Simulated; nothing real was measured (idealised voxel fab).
The process module that follows is named voxel self aligned vias.
Cross-sectional view cut (width: 265 nm; square cell size: 5 nm).
In what follows, cross-sections appear as grids of square cells, described through bands that run from the top down, where every band is one or more rows of cells.
What a band's entry tells you: where the top is and where the bottom is, as heights in nm, and after that what lies inside, material by material from left to right, each with its width in nm. Empty space is written as the word "blank", and a single material marked with the word "edge to edge" occupies the band from edge to edge.
Measure heights from 0. That's the level where, below it, the as-received wafer is all one material. The lowest band is bottomless and extends downward; write it as in "top 0, no bottom".
The two numbers in a width such as "30 to 40" mark its ends across the band: the first belongs to the top row of cells, the second to the bottom row, and from each row to the next the width moves by the same amount.
Where a step carries "nothing got changed", the cross-section came out of it unchanged, cell for cell.
"Closed void catalog" - sealed voids, min. 8 cells, no opening to top; format: width x height at distance (distance from left edge; nm throughout).
The remark found on a step's line after its settings is issued by the simulator itself and pertains to that step.
You can add "overlay nm" to a step's line. For a step with a mask, it describes how far the mask lay to the right of its planned position, and a negative number describes a lay to the left.

Process steps foreseen in the plan
1) RECEIVE, material Si
2) CONFORMAL_DEP, material SiO2, thk nm 15
3) CONFORMAL_DEP, material SiCN, thk nm 5
4) DIRECTIONAL_DEP, material SiO2, thk nm 30
5) MASKED_ETCH, tone open, mask id LINES, width nm 25, pitch nm 70, etch materials SiO2, depth nm 30, overlay nm 0
6) CONFORMAL_DEP, material TiN, thk nm 5
7) FILL_DEP, material W, thk nm 10
8) CMP, height nm 50
9) SELECTIVE_ETCH, etch materials W Ru TiN, depth nm 10
10) FILL_DEP, material SiN, thk nm 10
11) CMP, height nm 50
12) DIRECTIONAL_DEP, material SiO2, thk nm 15
13) DIRECTIONAL_DEP, material aC, thk nm 10
14) PATTERN, tone open, mask id VIAS, material resist, width nm 45, pitch nm 70, thk nm 25, overlay nm 0
15) DIRECTIONAL_ETCH, etch materials aC, depth nm 10
16) STRIP, etch materials resist
17) DIRECTIONAL_ETCH, etch materials SiO2, depth nm 15
18) DIRECTIONAL_ETCH, etch materials SiN, depth nm 10
19) STRIP, etch materials aC
20) CONFORMAL_DEP, material TiN, thk nm 5
21) FILL_DEP, material W, thk nm 10
22) CMP, height nm 65
23) CONFORMAL_DEP, material SiCN, thk nm 5

First wafer, as planned

Received-state cross-section, reflecting completion of step 1
> top 0, no bottom = Si edge to edge
> Closed void catalog: none

You're looking at a cross-section of the wafer after step 2
> top 15, bottom 0 = SiO2 edge to edge
> For the remainder of the cross-section, below 0, there is no change.

You're looking at a cross-section of the wafer after step 3
> top 20, bottom 15 = SiCN edge to edge
> For the remainder of the cross-section, below 15, there is no change.

You're looking at a cross-section of the wafer after step 4
> top 50, bottom 20 = SiO2 edge to edge
> For the remainder of the cross-section, below 20, there is no change.

You're looking at a cross-section of the wafer after step 5
> top 50, bottom 20 = SiO2=50; blank=25; SiO2=45; blank=25; SiO2=45; blank=25; SiO2=50
> For the remainder of the cross-section, below 20, there is no change.

You're looking at a cross-section of the wafer after step 6
> top 55, bottom 50 = TiN=55; blank=15; TiN=55; blank=15; TiN=55; blank=15; TiN=55
> top 50, bottom 25 = SiO2=50; TiN=5; blank=15; TiN=5; SiO2=45; TiN=5; blank=15; TiN=5; SiO2=45; TiN=5; blank=15; TiN=5; SiO2=50
> top 25, bottom 20 = SiO2=50; TiN=25; SiO2=45; TiN=25; SiO2=45; TiN=25; SiO2=50
> For the remainder of the cross-section, below 20, there is no change.

You're looking at a cross-section of the wafer after step 7
> top 65, bottom 55 = W edge to edge
> top 55, bottom 50 = TiN=55; W=15; TiN=55; W=15; TiN=55; W=15; TiN=55
> top 50, bottom 25 = SiO2=50; TiN=5; W=15; TiN=5; SiO2=45; TiN=5; W=15; TiN=5; SiO2=45; TiN=5; W=15; TiN=5; SiO2=50
> For the remainder of the cross-section, below 25, there is no change.

You're looking at a cross-section of the wafer after step 8
> top 50, bottom 25 = SiO2=50; TiN=5; W=15; TiN=5; SiO2=45; TiN=5; W=15; TiN=5; SiO2=45; TiN=5; W=15; TiN=5; SiO2=50
> For the remainder of the cross-section, below 25, there is no change.

You're looking at a cross-section of the wafer after step 9
> top 50, bottom 40 = SiO2=50; blank=25; SiO2=45; blank=25; SiO2=45; blank=25; SiO2=50
> For the remainder of the cross-section, below 40, there is no change.

You're looking at a cross-section of the wafer after step 10
> top 60, bottom 50 = SiN edge to edge
> top 50, bottom 40 = SiO2=50; SiN=25; SiO2=45; SiN=25; SiO2=45; SiN=25; SiO2=50
> For the remainder of the cross-section, below 40, there is no change.

You're looking at a cross-section of the wafer after step 11
> top 50, bottom 40 = SiO2=50; SiN=25; SiO2=45; SiN=25; SiO2=45; SiN=25; SiO2=50
> For the remainder of the cross-section, below 40, there is no change.

You're looking at a cross-section of the wafer after step 12
> top 65, bottom 50 = SiO2 edge to edge
> For the remainder of the cross-section, below 50, there is no change.

You're looking at a cross-section of the wafer after step 13
> top 75, bottom 65 = aC edge to edge
> For the remainder of the cross-section, below 65, there is no change.

You're looking at a cross-section of the wafer after step 14
> top 100, bottom 75 = resist=40; blank=45; resist=25; blank=45; resist=25; blank=45; resist=40
> For the remainder of the cross-section, below 75, there is no change.

You're looking at a cross-section of the wafer after step 15
> top 90, bottom 75 = resist=40; blank=45; resist=25; blank=45; resist=25; blank=45; resist=40
> top 75, bottom 65 = aC=40; blank=45; aC=25; blank=45; aC=25; blank=45; aC=40
> For the remainder of the cross-section, below 65, there is no change.

You're looking at a cross-section of the wafer after step 16
> top 75, bottom 65 = aC=40; blank=45; aC=25; blank=45; aC=25; blank=45; aC=40
> For the remainder of the cross-section, below 65, there is no change.

You're looking at a cross-section of the wafer after step 17
> top 75, bottom 65 = aC=40; blank=45; aC=25; blank=45; aC=25; blank=45; aC=40
> top 65, bottom 50 = SiO2=40; blank=45; SiO2=25; blank=45; SiO2=25; blank=45; SiO2=40
> For the remainder of the cross-section, below 50, there is no change.

You're looking at a cross-section of the wafer after step 18
> top 75, bottom 65 = aC=40; blank=45; aC=25; blank=45; aC=25; blank=45; aC=40
> top 65, bottom 50 = SiO2=40; blank=45; SiO2=25; blank=45; SiO2=25; blank=45; SiO2=40
> top 50, bottom 40 = SiO2=50; blank=25; SiO2=45; blank=25; SiO2=45; blank=25; SiO2=50
> For the remainder of the cross-section, below 40, there is no change.

You're looking at a cross-section of the wafer after step 19
> top 65, bottom 50 = SiO2=40; blank=45; SiO2=25; blank=45; SiO2=25; blank=45; SiO2=40
> For the remainder of the cross-section, below 50, there is no change.

You're looking at a cross-section of the wafer after step 20
> top 70, bottom 65 = TiN=45; blank=35; TiN=35; blank=35; TiN=35; blank=35; TiN=45
> top 65, bottom 55 = SiO2=40; TiN=5; blank=35; TiN=5; SiO2=25; TiN=5; blank=35; TiN=5; SiO2=25; TiN=5; blank=35; TiN=5; SiO2=40
> top 55, bottom 45 = SiO2=40 to 50; TiN=15 to 5; blank=15; TiN=15 to 5; SiO2=25 to 45; TiN=15 to 5; blank=15; TiN=15 to 5; SiO2=25 to 45; TiN=15 to 5; blank=15; TiN=15 to 5; SiO2=40 to 50
> top 45, bottom 40 = SiO2=50; TiN=25; SiO2=45; TiN=25; SiO2=45; TiN=25; SiO2=50
> For the remainder of the cross-section, below 40, there is no change.

You're looking at a cross-section of the wafer after step 21
> top 80, bottom 70 = W edge to edge
> top 70, bottom 65 = TiN=45; W=35; TiN=35; W=35; TiN=35; W=35; TiN=45
> top 65, bottom 55 = SiO2=40; TiN=5; W=35; TiN=5; SiO2=25; TiN=5; W=35; TiN=5; SiO2=25; TiN=5; W=35; TiN=5; SiO2=40
> top 55, bottom 45 = SiO2=40 to 50; TiN=15 to 5; W=15; TiN=15 to 5; SiO2=25 to 45; TiN=15 to 5; W=15; TiN=15 to 5; SiO2=25 to 45; TiN=15 to 5; W=15; TiN=15 to 5; SiO2=40 to 50
> For the remainder of the cross-section, below 45, there is no change.

You're looking at a cross-section of the wafer after step 22
> top 65, bottom 55 = SiO2=40; TiN=5; W=35; TiN=5; SiO2=25; TiN=5; W=35; TiN=5; SiO2=25; TiN=5; W=35; TiN=5; SiO2=40
> For the remainder of the cross-section, below 55, there is no change.

You're looking at a cross-section of the wafer after step 23
> top 70, bottom 65 = SiCN edge to edge
> For the remainder of the cross-section, below 65, there is no change.

Now the other wafer: same start, same recipe, but we messed up one thing when running it. Up to and including step 2 it's the same as the first one

Cross-sectional representation of the second wafer at the time designated in the plan for the completion of step 3: nothing got changed

Cross-sectional representation of the second wafer at the time designated in the plan for the completion of step 4
> top 45, bottom 0 = SiO2 edge to edge
> For the remainder of the cross-section, below 0, there is no change.

Cross-sectional representation of the second wafer at the time designated in the plan for the completion of step 5
> top 45, bottom 15 = SiO2=50; blank=25; SiO2=45; blank=25; SiO2=45; blank=25; SiO2=50
> For the remainder of the cross-section, below 15, there is no change.

Cross-sectional representation of the second wafer at the time designated in the plan for the completion of step 6
> top 50, bottom 45 = TiN=55; blank=15; TiN=55; blank=15; TiN=55; blank=15; TiN=55
> top 45, bottom 20 = SiO2=50; TiN=5; blank=15; TiN=5; SiO2=45; TiN=5; blank=15; TiN=5; SiO2=45; TiN=5; blank=15; TiN=5; SiO2=50
> top 20, bottom 15 = SiO2=50; TiN=25; SiO2=45; TiN=25; SiO2=45; TiN=25; SiO2=50
> For the remainder of the cross-section, below 15, there is no change.

Cross-sectional representation of the second wafer at the time designated in the plan for the completion of step 7
> top 60, bottom 50 = W edge to edge
> top 50, bottom 45 = TiN=55; W=15; TiN=55; W=15; TiN=55; W=15; TiN=55
> top 45, bottom 20 = SiO2=50; TiN=5; W=15; TiN=5; SiO2=45; TiN=5; W=15; TiN=5; SiO2=45; TiN=5; W=15; TiN=5; SiO2=50
> For the remainder of the cross-section, below 20, there is no change.

Cross-sectional representation of the second wafer at the time designated in the plan for the completion of step 8
> top 50, bottom 45 = TiN=55; W=15; TiN=55; W=15; TiN=55; W=15; TiN=55
> For the remainder of the cross-section, below 45, there is no change.

Cross-sectional representation of the second wafer at the time designated in the plan for the completion of step 9
> top 45, bottom 40 = SiO2=50; blank=25; SiO2=45; blank=25; SiO2=45; blank=25; SiO2=50
> For the remainder of the cross-section, below 40, there is no change.

Cross-sectional representation of the second wafer at the time designated in the plan for the completion of step 10
> top 55, bottom 45 = SiN edge to edge
> top 45, bottom 40 = SiO2=50; SiN=25; SiO2=45; SiN=25; SiO2=45; SiN=25; SiO2=50
> For the remainder of the cross-section, below 40, there is no change.

Cross-sectional representation of the second wafer at the time designated in the plan for the completion of step 11
> top 50, bottom 45 = SiN edge to edge
> For the remainder of the cross-section, below 45, there is no change.

Cross-sectional representation of the second wafer at the time designated in the plan for the completion of step 12
> top 65, bottom 50 = SiO2 edge to edge
> For the remainder of the cross-section, below 50, there is no change.

Cross-sectional representation of the second wafer at the time designated in the plan for the completion of step 13
> top 75, bottom 65 = aC edge to edge
> For the remainder of the cross-section, below 65, there is no change.

Cross-sectional representation of the second wafer at the time designated in the plan for the completion of step 14
> top 100, bottom 75 = resist=40; blank=45; resist=25; blank=45; resist=25; blank=45; resist=40
> For the remainder of the cross-section, below 75, there is no change.

Cross-sectional representation of the second wafer at the time designated in the plan for the completion of step 15
> top 90, bottom 75 = resist=40; blank=45; resist=25; blank=45; resist=25; blank=45; resist=40
> top 75, bottom 65 = aC=40; blank=45; aC=25; blank=45; aC=25; blank=45; aC=40
> For the remainder of the cross-section, below 65, there is no change.

Cross-sectional representation of the second wafer at the time designated in the plan for the completion of step 16
> top 75, bottom 65 = aC=40; blank=45; aC=25; blank=45; aC=25; blank=45; aC=40
> For the remainder of the cross-section, below 65, there is no change.

Cross-sectional representation of the second wafer at the time designated in the plan for the completion of step 17
> top 75, bottom 65 = aC=40; blank=45; aC=25; blank=45; aC=25; blank=45; aC=40
> top 65, bottom 50 = SiO2=40; blank=45; SiO2=25; blank=45; SiO2=25; blank=45; SiO2=40
> For the remainder of the cross-section, below 50, there is no change.

Cross-sectional representation of the second wafer at the time designated in the plan for the completion of step 18
> top 75, bottom 65 = aC=40; blank=45; aC=25; blank=45; aC=25; blank=45; aC=40
> top 65, bottom 50 = SiO2=40; blank=45; SiO2=25; blank=45; SiO2=25; blank=45; SiO2=40
> top 50, bottom 45 = SiN=40; blank=45; SiN=25; blank=45; SiN=25; blank=45; SiN=40
> top 45, bottom 40 = SiO2=50; blank=25; SiO2=45; blank=25; SiO2=45; blank=25; SiO2=50
> For the remainder of the cross-section, below 40, there is no change.

Cross-sectional representation of the second wafer at the time designated in the plan for the completion of step 19
> top 65, bottom 50 = SiO2=40; blank=45; SiO2=25; blank=45; SiO2=25; blank=45; SiO2=40
> For the remainder of the cross-section, below 50, there is no change.

Cross-sectional representation of the second wafer at the time designated in the plan for the completion of step 20
> top 70, bottom 65 = TiN=45; blank=35; TiN=35; blank=35; TiN=35; blank=35; TiN=45
> top 65, bottom 50 = SiO2=40; TiN=5; blank=35; TiN=5; SiO2=25; TiN=5; blank=35; TiN=5; SiO2=25; TiN=5; blank=35; TiN=5; SiO2=40
> top 50, bottom 45 = SiN=40; TiN=15; blank=15; TiN=15; SiN=25; TiN=15; blank=15; TiN=15; SiN=25; TiN=15; blank=15; TiN=15; SiN=40
> top 45, bottom 40 = SiO2=50; TiN=25; SiO2=45; TiN=25; SiO2=45; TiN=25; SiO2=50
> For the remainder of the cross-section, below 40, there is no change.

Cross-sectional representation of the second wafer at the time designated in the plan for the completion of step 21
> top 80, bottom 70 = W edge to edge
> top 70, bottom 65 = TiN=45; W=35; TiN=35; W=35; TiN=35; W=35; TiN=45
> top 65, bottom 50 = SiO2=40; TiN=5; W=35; TiN=5; SiO2=25; TiN=5; W=35; TiN=5; SiO2=25; TiN=5; W=35; TiN=5; SiO2=40
> top 50, bottom 45 = SiN=40; TiN=15; W=15; TiN=15; SiN=25; TiN=15; W=15; TiN=15; SiN=25; TiN=15; W=15; TiN=15; SiN=40
> For the remainder of the cross-section, below 45, there is no change.

Cross-sectional representation of the second wafer at the time designated in the plan for the completion of step 22
> top 65, bottom 50 = SiO2=40; TiN=5; W=35; TiN=5; SiO2=25; TiN=5; W=35; TiN=5; SiO2=25; TiN=5; W=35; TiN=5; SiO2=40
> For the remainder of the cross-section, below 50, there is no change.

Cross-sectional representation of the second wafer at the time designated in the plan for the completion of step 23
> top 70, bottom 65 = SiCN edge to edge
> For the remainder of the cross-section, below 65, there is no change.
Finding, execution versus plan: the plan's step 3 went unexecuted, having been skipped
Once processing is complete, comparing cell counts shows that the second wafer has more or fewer of certain materials than the first: -53 SiCN, +26 SiN, +6 TiN, +21 W
